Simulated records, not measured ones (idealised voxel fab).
voxel capacitor over wiring: a process module
It is cross-section cut that appears here, measuring 300 nm in width, its square cells being 5 nm in size.
Bands, listed from the top down, are how a cross-section gets written in this document; the cross-section itself is a grid of square cells, and a band is one or more rows of them.
Each band's line starts with the height of the band's top and of its bottom, in nm. Then come its materials from left to right, each with its width in nm. One material with "full width" fills the band from edge to edge. "empty" is empty space.
Note: height 0 marks the level under which the wafer is uniformly one material as received. Lowest band unbounded below, written "0 down".
Top row gets the first number, bottom row gets the second, and each row in between changes by the same step: that is how a band width like "30->40" works.
"no alteration" after a step means that no cell of the cross-section changed.
Reported under the label "Entrapped voids" are the empty spaces having no open way to the top and comprising 8 cells or more; the notation for each is width x height at distance, in which the distance is measured from the left edge and all three values are in nm.
Post-settings text on a step line: simulator's own remark regarding the step.
overlay nm: for a step with a mask, the amount by which the mask lay right of where it was planned; a negative amount means left of it.

# Listed below are the process steps as planned
1 RECEIVE | material Si
2 CONFORMAL_DEP | material SiO2 | thk nm 10
3 CONFORMAL_DEP | material SiN | thk nm 5
4 DIRECTIONAL_DEP | material SiO2 | thk nm 20
5 DIRECTIONAL_DEP | material aC | thk nm 10
6 PATTERN | tone open | mask id METAL_1 | material resist | width nm 20 | pitch nm 75 | thk nm 30 | overlay nm 0
7 DIRECTIONAL_ETCH | etch materials aC | depth nm 10
8 STRIP | etch materials resist
9 DIRECTIONAL_ETCH | etch materials SiO2 | depth nm 20
10 DIRECTIONAL_ETCH | etch materials SiN | depth nm 5
11 STRIP | etch materials aC
12 CONFORMAL_DEP | material TiN | thk nm 5
13 FILL_DEP | material Cu | thk nm 10
14 CMP | height nm 35
15 CONFORMAL_DEP | material SiCN | thk nm 5
16 DIRECTIONAL_DEP | material lowk | thk nm 10
17 DIRECTIONAL_DEP | material aC | thk nm 10
18 PATTERN | tone open | mask id PLUG_1 | material resist | width nm 15 | thk nm 30 | overlay nm 0
19 DIRECTIONAL_ETCH | etch materials aC | depth nm 10
20 STRIP | etch materials resist
21 DIRECTIONAL_ETCH | etch materials lowk | depth nm 10
22 DIRECTIONAL_ETCH | etch materials SiCN | depth nm 5
23 STRIP | etch materials aC
24 CONFORMAL_DEP | material TiN | thk nm 5
25 FILL_DEP | material W | thk nm 10
26 CMP | height nm 50
27 DIRECTIONAL_DEP | material TiN | thk nm 10
28 DIRECTIONAL_DEP | material Al2O3 | thk nm 5
29 DIRECTIONAL_DEP | material TiN | thk nm 10
30 MASKED_ETCH | tone cover | mask id UPPER_PLATE | width nm 60 | etch materials TiN | depth nm 10 | overlay nm 0
31 MASKED_ETCH | tone cover | mask id UPPER_PLATE | width nm 60 | etch materials Al2O3 | depth nm 5 | overlay nm 0
32 MASKED_ETCH | tone cover | mask id LOWER_PLATE | width nm 70 | etch materials TiN | depth nm 10 | overlay nm 0
33 FILL_DEP | material SiO2 | thk nm 15
34 CMP | height nm 85
35 MASKED_ETCH | tone open | mask id PLUG_2 | width nm 15 | etch materials SiO2 | depth nm 10 | overlay nm 0
36 CONFORMAL_DEP | material TiN | thk nm 5
37 FILL_DEP | material Cu | thk nm 10
38 CMP | height nm 85
39 CONFORMAL_DEP | material SiN | thk nm 5

# The first wafer of two, processed as planned

# Cross-section of the wafer upon arrival, representing the state reached after step 1
	0 down | Si full width
	Entrapped voids: none

# The wafer in cross-section once step 2 is complete
	10 to 0 | SiO2 full width
	For the remainder of the cross-section, below 0, there is no change.

# The wafer in cross-section once step 3 is complete
	15 to 10 | SiN full width
	For the remainder of the cross-section, below 10, there is no change.

# The wafer in cross-section once step 4 is complete
	35 to 15 | SiO2 full width
	For the remainder of the cross-section, below 15, there is no change.

# The wafer in cross-section once step 5 is complete
	45 to 35 | aC full width
	For the remainder of the cross-section, below 35, there is no change.

# The wafer in cross-section once step 6 is complete
	75 to 45 | resist (100), empty (20), resist (55), empty (20), resist (105)
	For the remainder of the cross-section, below 45, there is no change.

# The wafer in cross-section once step 7 is complete
	65 to 45 | resist (100), empty (20), resist (55), empty (20), resist (105)
	45 to 35 | aC (100), empty (20), aC (55), empty (20), aC (105)
	For the remainder of the cross-section, below 35, there is no change.

# The wafer in cross-section once step 8 is complete
	45 to 35 | aC (100), empty (20), aC (55), empty (20), aC (105)
	For the remainder of the cross-section, below 35, there is no change.

# The wafer in cross-section once step 9 is complete
	45 to 35 | aC (100), empty (20), aC (55), empty (20), aC (105)
	35 to 15 | SiO2 (100), empty (20), SiO2 (55), empty (20), SiO2 (105)
	For the remainder of the cross-section, below 15, there is no change.

# The wafer in cross-section once step 10 is complete
	45 to 35 | aC (100), empty (20), aC (55), empty (20), aC (105)
	35 to 15 | SiO2 (100), empty (20), SiO2 (55), empty (20), SiO2 (105)
	15 to 10 | SiN (100), empty (20), SiN (55), empty (20), SiN (105)
	For the remainder of the cross-section, below 10, there is no change.

# The wafer in cross-section once step 11 is complete
	35 to 15 | SiO2 (100), empty (20), SiO2 (55), empty (20), SiO2 (105)
	For the remainder of the cross-section, below 15, there is no change.

# The wafer in cross-section once step 12 is complete
	40 to 35 | TiN (105), empty (10), TiN (65), empty (10), TiN (110)
	35 to 15 | SiO2 (100), TiN (5), empty (10), TiN (5), SiO2 (55), TiN (5), empty (10), TiN (5), SiO2 (105)
	15 to 10 | SiN (100), TiN (20), SiN (55), TiN (20), SiN (105)
	For the remainder of the cross-section, below 10, there is no change.

# The wafer in cross-section once step 13 is complete
	50 to 40 | Cu full width
	40 to 35 | TiN (105), Cu (10), TiN (65), Cu (10), TiN (110)
	35 to 15 | SiO2 (100), TiN (5), Cu (10), TiN (5), SiO2 (55), TiN (5), Cu (10), TiN (5), SiO2 (105)
	For the remainder of the cross-section, below 15, there is no change.

# The wafer in cross-section once step 14 is complete
	35 to 15 | SiO2 (100), TiN (5), Cu (10), TiN (5), SiO2 (55), TiN (5), Cu (10), TiN (5), SiO2 (105)
	For the remainder of the cross-section, below 15, there is no change.

# The wafer in cross-section once step 15 is complete
	40 to 35 | SiCN full width
	For the remainder of the cross-section, below 35, there is no change.

# The wafer in cross-section once step 16 is complete
	50 to 40 | lowk full width
	For the remainder of the cross-section, below 40, there is no change.

# The wafer in cross-section once step 17 is complete
	60 to 50 | aC full width
	For the remainder of the cross-section, below 50, there is no change.

# The wafer in cross-section once step 18 is complete
	90 to 60 | resist (105), empty (15), resist (180)
	For the remainder of the cross-section, below 60, there is no change.

# The wafer in cross-section once step 19 is complete
	80 to 60 | resist (105), empty (15), resist (180)
	60 to 50 | aC (105), empty (15), aC (180)
	For the remainder of the cross-section, below 50, there is no change.

# The wafer in cross-section once step 20 is complete
	60 to 50 | aC (105), empty (15), aC (180)
	For the remainder of the cross-section, below 50, there is no change.

# The wafer in cross-section once step 21 is complete
	60 to 50 | aC (105), empty (15), aC (180)
	50 to 40 | lowk (105), empty (15), lowk (180)
	For the remainder of the cross-section, below 40, there is no change.

# The wafer in cross-section once step 22 is complete
	60 to 50 | aC (105), empty (15), aC (180)
	50 to 40 | lowk (105), empty (15), lowk (180)
	40 to 35 | SiCN (105), empty (15), SiCN (180)
	For the remainder of the cross-section, below 35, there is no change.

# The wafer in cross-section once step 23 is complete
	50 to 40 | lowk (105), empty (15), lowk (180)
	For the remainder of the cross-section, below 40, there is no change.

# The wafer in cross-section once step 24 is complete
	55 to 50 | TiN (110), empty (5), TiN (185)
	50 to 40 | lowk (105), TiN (5), empty (5), TiN (5), lowk (180)
	40 to 35 | SiCN (105), TiN (15), SiCN (180)
	For the remainder of the cross-section, below 35, there is no change.

# The wafer in cross-section once step 25 is complete
	65 to 55 | W full width
	55 to 50 | TiN (110), W (5), TiN (185)
	50 to 40 | lowk (105), TiN (5), W (5), TiN (5), lowk (180)
	For the remainder of the cross-section, below 40, there is no change.

# The wafer in cross-section once step 26 is complete
	50 to 40 | lowk (105), TiN (5), W (5), TiN (5), lowk (180)
	For the remainder of the cross-section, below 40, there is no change.

# The wafer in cross-section once step 27 is complete
	60 to 50 | TiN full width
	For the remainder of the cross-section, below 50, there is no change.

# The wafer in cross-section once step 28 is complete
	65 to 60 | Al2O3 full width
	For the remainder of the cross-section, below 60, there is no change.

# The wafer in cross-section once step 29 is complete
	75 to 65 | TiN full width
	For the remainder of the cross-section, below 65, there is no change.

# The wafer in cross-section once step 30 is complete
	75 to 65 | empty (105), TiN (60), empty (135)
	For the remainder of the cross-section, below 65, there is no change.

# The wafer in cross-section once step 31 is complete
	75 to 65 | empty (105), TiN (60), empty (135)
	65 to 60 | empty (105), Al2O3 (60), empty (135)
	For the remainder of the cross-section, below 60, there is no change.

# The wafer in cross-section once step 32 is complete
	75 to 65 | empty (105), TiN (60), empty (135)
	65 to 60 | empty (105), Al2O3 (60), empty (135)
	60 to 50 | empty (100), TiN (70), empty (130)
	For the remainder of the cross-section, below 50, there is no change.

# The wafer in cross-section once step 33 is complete
	90 to 75 | SiO2 full width
	75 to 65 | SiO2 (105), TiN (60), SiO2 (135)
	65 to 60 | SiO2 (105), Al2O3 (60), SiO2 (135)
	60 to 50 | SiO2 (100), TiN (70), SiO2 (130)
	For the remainder of the cross-section, below 50, there is no change.

# The wafer in cross-section once step 34 is complete
	85 to 75 | SiO2 full width
	For the remainder of the cross-section, below 75, there is no change.

# The wafer in cross-section once step 35 is complete
	85 to 75 | SiO2 (115), empty (15), SiO2 (170)
	For the remainder of the cross-section, below 75, there is no change.

# The wafer in cross-section once step 36 is complete
	90 to 85 | TiN (120), empty (5), TiN (175)
	85 to 80 | SiO2 (115), TiN (5), empty (5), TiN (5), SiO2 (170)
	80 to 75 | SiO2 (115), TiN (15), SiO2 (170)
	For the remainder of the cross-section, below 75, there is no change.

# The wafer in cross-section once step 37 is complete
	100 to 90 | Cu full width
	90 to 85 | TiN (120), Cu (5), TiN (175)
	85 to 80 | SiO2 (115), TiN (5), Cu (5), TiN (5), SiO2 (170)
	For the remainder of the cross-section, below 80, there is no change.

# The wafer in cross-section once step 38 is complete
	85 to 80 | SiO2 (115), TiN (5), Cu (5), TiN (5), SiO2 (170)
	For the remainder of the cross-section, below 80, there is no change.

# The wafer in cross-section once step 39 is complete
	90 to 85 | SiN full width
	For the remainder of the cross-section, below 85, there is no change.

# Wafer two. Identical start, identical plan. One mistake in execution. Identical history through step 2

# Second wafer, cross-section, planned end of step 3
	15 to 10 | SiCN full width
	For the remainder of the cross-section, below 10, there is no change.

# Second wafer, cross-section, planned end of step 4
	35 to 15 | SiO2 full width
	For the remainder of the cross-section, below 15, there is no change.

# Second wafer, cross-section, planned end of step 5
	45 to 35 | aC full width
	For the remainder of the cross-section, below 35, there is no change.

# Second wafer, cross-section, planned end of step 6
	75 to 45 | resist (100), empty (20), resist (55), empty (20), resist (105)
	For the remainder of the cross-section, below 45, there is no change.

# Second wafer, cross-section, planned end of step 7
	65 to 45 | resist (100), empty (20), resist (55), empty (20), resist (105)
	45 to 35 | aC (100), empty (20), aC (55), empty (20), aC (105)
	For the remainder of the cross-section, below 35, there is no change.

# Second wafer, cross-section, planned end of step 8
	45 to 35 | aC (100), empty (20), aC (55), empty (20), aC (105)
	For the remainder of the cross-section, below 35, there is no change.

# Second wafer, cross-section, planned end of step 9
	45 to 35 | aC (100), empty (20), aC (55), empty (20), aC (105)
	35 to 15 | SiO2 (100), empty (20), SiO2 (55), empty (20), SiO2 (105)
	For the remainder of the cross-section, below 15, there is no change.

Second wafer, cross-section, planned end of step 10: no alteration

# Second wafer, cross-section, planned end of step 11
	35 to 15 | SiO2 (100), empty (20), SiO2 (55), empty (20), SiO2 (105)
	For the remainder of the cross-section, below 15, there is no change.

# Second wafer, cross-section, planned end of step 12
	40 to 35 | TiN (105), empty (10), TiN (65), empty (10), TiN (110)
	35 to 20 | SiO2 (100), TiN (5), empty (10), TiN (5), SiO2 (55), TiN (5), empty (10), TiN (5), SiO2 (105)
	20 to 15 | SiO2 (100), TiN (20), SiO2 (55), TiN (20), SiO2 (105)
	For the remainder of the cross-section, below 15, there is no change.

# Second wafer, cross-section, planned end of step 13
	50 to 40 | Cu full width
	40 to 35 | TiN (105), Cu (10), TiN (65), Cu (10), TiN (110)
	35 to 20 | SiO2 (100), TiN (5), Cu (10), TiN (5), SiO2 (55), TiN (5), Cu (10), TiN (5), SiO2 (105)
	For the remainder of the cross-section, below 20, there is no change.

# Second wafer, cross-section, planned end of step 14
	35 to 20 | SiO2 (100), TiN (5), Cu (10), TiN (5), SiO2 (55), TiN (5), Cu (10), TiN (5), SiO2 (105)
	For the remainder of the cross-section, below 20, there is no change.

# Second wafer, cross-section, planned end of step 15
	40 to 35 | SiCN full width
	For the remainder of the cross-section, below 35, there is no change.

# Second wafer, cross-section, planned end of step 16
	50 to 40 | lowk full width
	For the remainder of the cross-section, below 40, there is no change.

# Second wafer, cross-section, planned end of step 17
	60 to 50 | aC full width
	For the remainder of the cross-section, below 50, there is no change.

# Second wafer, cross-section, planned end of step 18
	90 to 60 | resist (105), empty (15), resist (180)
	For the remainder of the cross-section, below 60, there is no change.

# Second wafer, cross-section, planned end of step 19
	80 to 60 | resist (105), empty (15), resist (180)
	60 to 50 | aC (105), empty (15), aC (180)
	For the remainder of the cross-section, below 50, there is no change.

# Second wafer, cross-section, planned end of step 20
	60 to 50 | aC (105), empty (15), aC (180)
	For the remainder of the cross-section, below 50, there is no change.

# Second wafer, cross-section, planned end of step 21
	60 to 50 | aC (105), empty (15), aC (180)
	50 to 40 | lowk (105), empty (15), lowk (180)
	For the remainder of the cross-section, below 40, there is no change.

# Second wafer, cross-section, planned end of step 22
	60 to 50 | aC (105), empty (15), aC (180)
	50 to 40 | lowk (105), empty (15), lowk (180)
	40 to 35 | SiCN (105), empty (15), SiCN (180)
	For the remainder of the cross-section, below 35, there is no change.

# Second wafer, cross-section, planned end of step 23
	50 to 40 | lowk (105), empty (15), lowk (180)
	For the remainder of the cross-section, below 40, there is no change.

# Second wafer, cross-section, planned end of step 24
	55 to 50 | TiN (110), empty (5), TiN (185)
	50 to 40 | lowk (105), TiN (5), empty (5), TiN (5), lowk (180)
	40 to 35 | SiCN (105), TiN (15), SiCN (180)
	For the remainder of the cross-section, below 35, there is no change.

# Second wafer, cross-section, planned end of step 25
	65 to 55 | W full width
	55 to 50 | TiN (110), W (5), TiN (185)
	50 to 40 | lowk (105), TiN (5), W (5), TiN (5), lowk (180)
	For the remainder of the cross-section, below 40, there is no change.

# Second wafer, cross-section, planned end of step 26
	50 to 40 | lowk (105), TiN (5), W (5), TiN (5), lowk (180)
	For the remainder of the cross-section, below 40, there is no change.

# Second wafer, cross-section, planned end of step 27
	60 to 50 | TiN full width
	For the remainder of the cross-section, below 50, there is no change.

# Second wafer, cross-section, planned end of step 28
	65 to 60 | Al2O3 full width
	For the remainder of the cross-section, below 60, there is no change.

# Second wafer, cross-section, planned end of step 29
	75 to 65 | TiN full width
	For the remainder of the cross-section, below 65, there is no change.

# Second wafer, cross-section, planned end of step 30
	75 to 65 | empty (105), TiN (60), empty (135)
	For the remainder of the cross-section, below 65, there is no change.

# Second wafer, cross-section, planned end of step 31
	75 to 65 | empty (105), TiN (60), empty (135)
	65 to 60 | empty (105), Al2O3 (60), empty (135)
	For the remainder of the cross-section, below 60, there is no change.

# Second wafer, cross-section, planned end of step 32
	75 to 65 | empty (105), TiN (60), empty (135)
	65 to 60 | empty (105), Al2O3 (60), empty (135)
	60 to 50 | empty (100), TiN (70), empty (130)
	For the remainder of the cross-section, below 50, there is no change.

# Second wafer, cross-section, planned end of step 33
	90 to 75 | SiO2 full width
	75 to 65 | SiO2 (105), TiN (60), SiO2 (135)
	65 to 60 | SiO2 (105), Al2O3 (60), SiO2 (135)
	60 to 50 | SiO2 (100), TiN (70), SiO2 (130)
	For the remainder of the cross-section, below 50, there is no change.

# Second wafer, cross-section, planned end of step 34
	85 to 75 | SiO2 full width
	For the remainder of the cross-section, below 75, there is no change.

# Second wafer, cross-section, planned end of step 35
	85 to 75 | SiO2 (115), empty (15), SiO2 (170)
	For the remainder of the cross-section, below 75, there is no change.

# Second wafer, cross-section, planned end of step 36
	90 to 85 | TiN (120), empty (5), TiN (175)
	85 to 80 | SiO2 (115), TiN (5), empty (5), TiN (5), SiO2 (170)
	80 to 75 | SiO2 (115), TiN (15), SiO2 (170)
	For the remainder of the cross-section, below 75, there is no change.

# Second wafer, cross-section, planned end of step 37
	100 to 90 | Cu full width
	90 to 85 | TiN (120), Cu (5), TiN (175)
	85 to 80 | SiO2 (115), TiN (5), Cu (5), TiN (5), SiO2 (170)
	For the remainder of the cross-section, below 80, there is no change.

# Second wafer, cross-section, planned end of step 38
	85 to 80 | SiO2 (115), TiN (5), Cu (5), TiN (5), SiO2 (170)
	For the remainder of the cross-section, below 80, there is no change.

# Second wafer, cross-section, planned end of step 39
	90 to 85 | SiN full width
	For the remainder of the cross-section, below 85, there is no change.
What broke from the plan during processing? step 3 off recipe, ran as CONFORMAL_DEP | material SiCN | thk nm 5
Bottom line after processing is that, in cells, the second wafer is up or down on some materials versus the first: Cu: 4 fewer; SiCN: 60 more; SiN: 52 fewer; TiN: 4 fewer
